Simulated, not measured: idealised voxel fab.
A process module follows: voxel ribs on slabs.
Section cut is 250 nm wide and gridded with 5 nm square cells.
Throughout this document, each cross-section is represented as a grid of square cells and is presented as a sequence of bands enumerated from the top downward, where a band comprises one or more rows of cells.
Top height, bottom height, nm. Materials left to right, width each, nm. Single material + "throughout" = fills band edge to edge. "empty" = empty.
Heights are reckoned from 0. Under this level, the received wafer is all of one material. The bottommost band is open-ended downward, for example "0 and below".
Note: "30->40" means the width goes from the first number (top row of the band) to the second number (bottom row) in equal steps per row of cells.
It should be understood that the words "remained unchanged", when stated for a given step, signify that the cross-section underwent no change in any of its cells during that step.
"Closed cavity list" specifies each empty space that is not open to the top and that occupies no fewer than 8 cells, using the form width x height at distance, the distance measured from the left edge and all three quantities in nm.
Whatever follows a step's settings on its line is a remark the simulator itself makes about that step.
overlay nm: on a step with a mask, how far right of its planned place the mask lay; negative means left.
# Listed below are the process steps as planned
1,RECEIVE | material Si
2,DIRECTIONAL_DEP | material SiO2 | thk nm 30
3,DIRECTIONAL_DEP | material SiN | thk nm 15
4,PATTERN | tone cover | mask id RIB | material resist | width nm 25 | thk nm 15 | overlay nm 0
5,DIRECTIONAL_ETCH | etch materials SiN | depth nm 5
6,STRIP | etch materials resist
7,MASKED_ETCH | tone cover | mask id SLAB | width nm 75 | etch materials SiN | depth nm 10 | overlay nm 0
8,FILL_DEP | material SiO2 | thk nm 25
9,CMP | height nm 60
10,DIRECTIONAL_DEP | material TiN | thk nm 10
11,DIRECTIONAL_DEP | material aC | thk nm 10
12,PATTERN | tone cover | mask id HEATER | material resist | width nm 35 | thk nm 30 | overlay nm 0
13,DIRECTIONAL_ETCH | etch materials aC | depth nm 10
14,STRIP | etch materials resist
15,DIRECTIONAL_ETCH | etch materials TiN | depth nm 10
16,STRIP | etch materials aC
17,CONFORMAL_DEP | material SiN | thk nm 5
# Wafer cross-section on receipt, i.e. after step 1
  0 and below = Si throughout
  Closed cavity list: none
# first wafer at the end, as planned
  75 down to 70 = 100 nm empty | 45 nm SiN | 105 nm empty
  70 down to 65 = 100 nm empty | 5 nm SiN | 35 nm TiN | 5 nm SiN | 105 nm empty
  65 down to 60 = 105 nm SiN | 35 nm TiN | 110 nm SiN
  60 down to 45 = SiO2 throughout
  45 down to 40 = 110 nm SiO2 | 25 nm SiN | 115 nm SiO2
  40 down to 30 = 85 nm SiO2 | 75 nm SiN | 90 nm SiO2
  30 down to 0 = SiO2 throughout
  0 and below = Si throughout
  Closed cavity list: none
# What the second wafer looks like in cross-section once the module is done. Its start and its plan matched the first wafer's exactly; what differed was one mistake in how it was run
  75 down to 70 = 100 nm empty | 45 nm SiN | 105 nm empty
  70 down to 65 = 100 nm empty | 5 nm SiN | 35 nm TiN | 5 nm SiN | 105 nm empty
  65 down to 60 = 105 nm SiN | 35 nm TiN | 110 nm SiN
  60 down to 30 = SiN throughout
  30 down to 0 = SiO2 throughout
  0 and below = Si throughout
  Closed cavity list: none
The plan and the run diverged here: the process deviated at step 8: the operation and settings actually run there were FILL_DEP | material SiN | thk nm 25
It is noted that, at the conclusion of processing, the second wafer exhibits a higher or lower cell count for certain materials relative to the first: SiN +265 | SiO2 -265
